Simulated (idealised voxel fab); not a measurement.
process module | voxel double patterning
cross-section cut | 260 nm wide | cells 5 nm
A cross-section is a grid of square cells, given in bands from the top down. A band is one or more rows of cells.
Each band's line starts with the height of the band's top and of its bottom, in nm. Then come its materials from left to right, each with its width in nm. One material with "throughout" fills the band from edge to edge. "air" is empty space.
Height 0 is the level under which the wafer as received is all one material. The lowest band goes on downwards, as in "0 down".
A width such as "30 to 40" changes by the same amount from each row of cells to the next, from the band's top row to its bottom row.
"no change" after a step means that no cell of the cross-section changed.
closed voids: empty space of 8 cells or more with no open way to the top, each as width x height at its distance from the left edge, in nm
after a step's settings: what the simulator itself notes on the step
overlay nm, on a step with a mask: how far to the right of its planned place the mask lay; to the left if negative
plan
1 op RECEIVE | material Si
2 op CONFORMAL_DEP | material SiN | thk nm 10
3 op DIRECTIONAL_DEP | material SiO2 | thk nm 15
4 op DIRECTIONAL_DEP | material SiCN | thk nm 10
5 op PATTERN | tone open | mask id FIRST | material resist | width nm 15 | pitch nm 50 | thk nm 15 | overlay nm 0
6 op DIRECTIONAL_ETCH | etch materials SiCN | depth nm 10
7 op STRIP | etch materials resist
8 op DIRECTIONAL_DEP | material aC | thk nm 15
9 op PATTERN | tone open | mask id SECOND | material resist | width nm 15 | thk nm 35 | overlay nm 0
10 op DIRECTIONAL_ETCH | etch materials aC | depth nm 15
11 op STRIP | etch materials resist
12 op DIRECTIONAL_ETCH | etch materials SiCN | depth nm 10
13 op STRIP | etch materials aC
14 op DIRECTIONAL_ETCH | etch materials SiO2 | depth nm 15
15 op STRIP | etch materials SiCN
as received, after step 1
  0 down: Si throughout
  closed voids: none
a wafer at the end: this start, this plan, one mistake
  25 to 10: SiO2 95 | air 15 | SiO2 10 | air 15 | SiO2 10 | air 15 | SiO2 100
  10 to 0: aC throughout
  0 down: Si throughout
  closed voids: none
what went wrong: step 2 ran as: op CONFORMAL_DEP | material aC | thk nm 10
